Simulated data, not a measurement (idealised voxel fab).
Proc. module: voxel self aligned contacts
Cross-section cut spans 200 nm and uses square cells 5 nm in size.
Cross-section = grid of square cells, listed top down in bands; band = one or more rows.
First you get the band's top height and its bottom height, in nm, and then the materials it's made of, left to right, with each width in nm. If you see a single material with "edge to edge", that one covers the band edge to edge. "air" is empty space.
Heights are expressed relative to 0, this being the level below which the as-received wafer comprises one material exclusively. The lowest band is unbounded in the downward direction and is denoted as in "0 down".
The width entry "30 to 40" should be interpreted row by row: the top row of cells in the band takes the first number, the bottom row takes the second number, and the change between adjacent rows is uniform throughout.
Take "nothing got changed" at face value: in the step it is given for, the cross-section changed in none of its cells.
Enclosed cavity list: empty space of 8 cells or more with no open way to the top, each as width x height at its distance from the left edge, in nm
Where a step's line continues beyond its settings, the continuation is a remark by the simulator itself on that step.
Steps that use a mask can have "overlay nm" on their line. It says how far the mask sat to the right of where it was meant to be. Negative means to the left.
-- Intended process steps
step 1: RECEIVE with material Si
step 2: CONFORMAL_DEP with material SiO2, thk nm 5
step 3: DIRECTIONAL_DEP with material polySi, thk nm 30
step 4: DIRECTIONAL_DEP with material SiN, thk nm 20
step 5: DIRECTIONAL_DEP with material aC, thk nm 15
step 6: PATTERN with tone cover, mask id GATE, material resist, width nm 25, pitch nm 60, thk nm 30, overlay nm 0
step 7: DIRECTIONAL_ETCH with etch materials aC, depth nm 15
step 8: STRIP with etch materials resist
step 9: DIRECTIONAL_ETCH with etch materials SiN, depth nm 20
step 10: DIRECTIONAL_ETCH with etch materials polySi, depth nm 30
step 11: STRIP with etch materials aC
step 12: CONFORMAL_DEP with material SiN, thk nm 10
step 13: DIRECTIONAL_ETCH with etch materials SiN, depth nm 10
step 14: FILL_DEP with material SiO2, thk nm 15
step 15: CMP with height nm 60
step 16: MASKED_ETCH with tone open, mask id CONTACT, width nm 45, etch materials SiO2, depth nm 60, overlay nm 0
step 17: CONFORMAL_DEP with material TiN, thk nm 5
step 18: FILL_DEP with material Ru, thk nm 5
step 19: CMP with height nm 60
step 20: CONFORMAL_DEP with material SiN, thk nm 5
-- This is the cross-section of the wafer as we received it, i.e. after step 1
  0 down: Si edge to edge
  Enclosed cavity list: none
-- The plan above was carried out on the starting structure above with one mistake, and this cross-section shows the wafer at the end of the module
  65 to 60: SiN edge to edge
  60 to 55: Ru 40 nm; TiN 35 nm; SiO2 45 nm; TiN 35 nm; Ru 45 nm
  55 to 35: Ru 40 nm; TiN 5 nm; SiN 45 nm; SiO2 15 nm; SiN 45 nm; TiN 5 nm; Ru 45 nm
  35 to 5: Ru 40 nm; TiN 5 nm; SiN 10 nm; polySi 25 nm; SiN 10 nm; SiO2 15 nm; SiN 10 nm; polySi 25 nm; SiN 10 nm; TiN 5 nm; Ru 45 nm
  5 to 0: TiN 45 nm; SiO2 105 nm; TiN 50 nm
  0 down: Si edge to edge
  Enclosed cavity list: none
Here's what went sideways: step 16 ran differently from the plan; actual operation with settings: MASKED_ETCH with tone cover, mask id CONTACT, width nm 45, etch materials SiO2, depth nm 60, overlay nm 0
